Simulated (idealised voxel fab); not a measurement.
Presented below is a process module, voxel self aligned contacts.
cross-section cut | 290 nm wide | cells 5 nm
We lay out every cross-section as a grid of square cells and spell it out in bands from the top down, where one band means one or more rows of cells. First you get the band's top height and its bottom height, in nm, and then the materials it's made of, left to right, with each width in nm. If you see a single material with "everywhere", that one covers the band edge to edge. "air" is empty space. A quick word on heights: they are counted from 0, and under that level the wafer as it came to us is one material throughout. The lowest band is different from the rest in having no bottom; it simply continues downward, written as in "0..down". Graded width ("30 to 40"): value in top row of band = first number; value in bottom row = second number; row-to-row change constant. When a step is marked "nothing was modified", none of the cells in the cross-section changed during that step. In the "Unvented voids" entry, you get each enclosed empty space of 8 cells or more, one with no open way to the top, written width x height at distance, distance from the left edge, in nm. Past the settings on a step's line: simulator remark, on that step. For masked steps, "overlay nm" on the step line gives how far right of plan the mask actually lay; a minus sign means it lay to the left.

## The process steps that were planned are listed below
1) op RECEIVE | material Si
2) op OXIDIZE | depth nm 5
3) op DIRECTIONAL_DEP | material polySi | thk nm 20
4) op DIRECTIONAL_DEP | material SiN | thk nm 20
5) op DIRECTIONAL_DEP | material aC | thk nm 15
6) op PATTERN | tone cover | mask id GATE | material resist | width nm 30 | pitch nm 70 | thk nm 30 | overlay nm 0
7) op DIRECTIONAL_ETCH | etch materials aC | depth nm 15
8) op STRIP | etch materials resist
9) op DIRECTIONAL_ETCH | etch materials SiN | depth nm 20
10) op DIRECTIONAL_ETCH | etch materials polySi | depth nm 20
11) op STRIP | etch materials aC
12) op CONFORMAL_DEP | material SiN | thk nm 10
13) op DIRECTIONAL_ETCH | etch materials SiN | depth nm 10
14) op FILL_DEP | material SiO2 | thk nm 20
15) op CMP | height nm 50
16) op DIRECTIONAL_DEP | material aC | thk nm 15
17) op PATTERN | tone open | mask id CONTACT | material resist | width nm 50 | thk nm 30 | overlay nm 0
18) op DIRECTIONAL_ETCH | etch materials aC | depth nm 15
19) op STRIP | etch materials resist
20) op DIRECTIONAL_ETCH | etch materials SiO2 | depth nm 55
21) op STRIP | etch materials aC
22) op CONFORMAL_DEP | material TiN | thk nm 5
23) op FILL_DEP | material Ru | thk nm 10
24) op CMP | height nm 50
25) op CONFORMAL_DEP | material SiN | thk nm 5

## Cross-section of the wafer upon arrival, representing the state reached after step 1
	0..down = Si everywhere
	Unvented voids: none

## Cross-section at module end, one run error; start and plan unchanged from above
	55..50 = SiN everywhere
	50..45 = SiO2 120, then TiN 5, then Ru 40, then TiN 5, then SiO2 120
	45..40 = SiO2 120, then TiN 50, then SiO2 120
	40..20 = SiN 105, then SiO2 10, then SiN 60, then SiO2 10, then SiN 105
	20..0 = polySi 95, then SiN 10, then SiO2 10, then SiN 10, then polySi 40, then SiN 10, then SiO2 10, then SiN 10, then polySi 95
	0..-5 = SiO2 everywhere
	-5..down = Si everywhere
	Unvented voids: none
In executing the process, a mistake was made relative to the plan: not per plan at step 6, really ran op PATTERN | tone open | mask id GATE | material resist | width nm 30 | pitch nm 70 | thk nm 30 | overlay nm 0
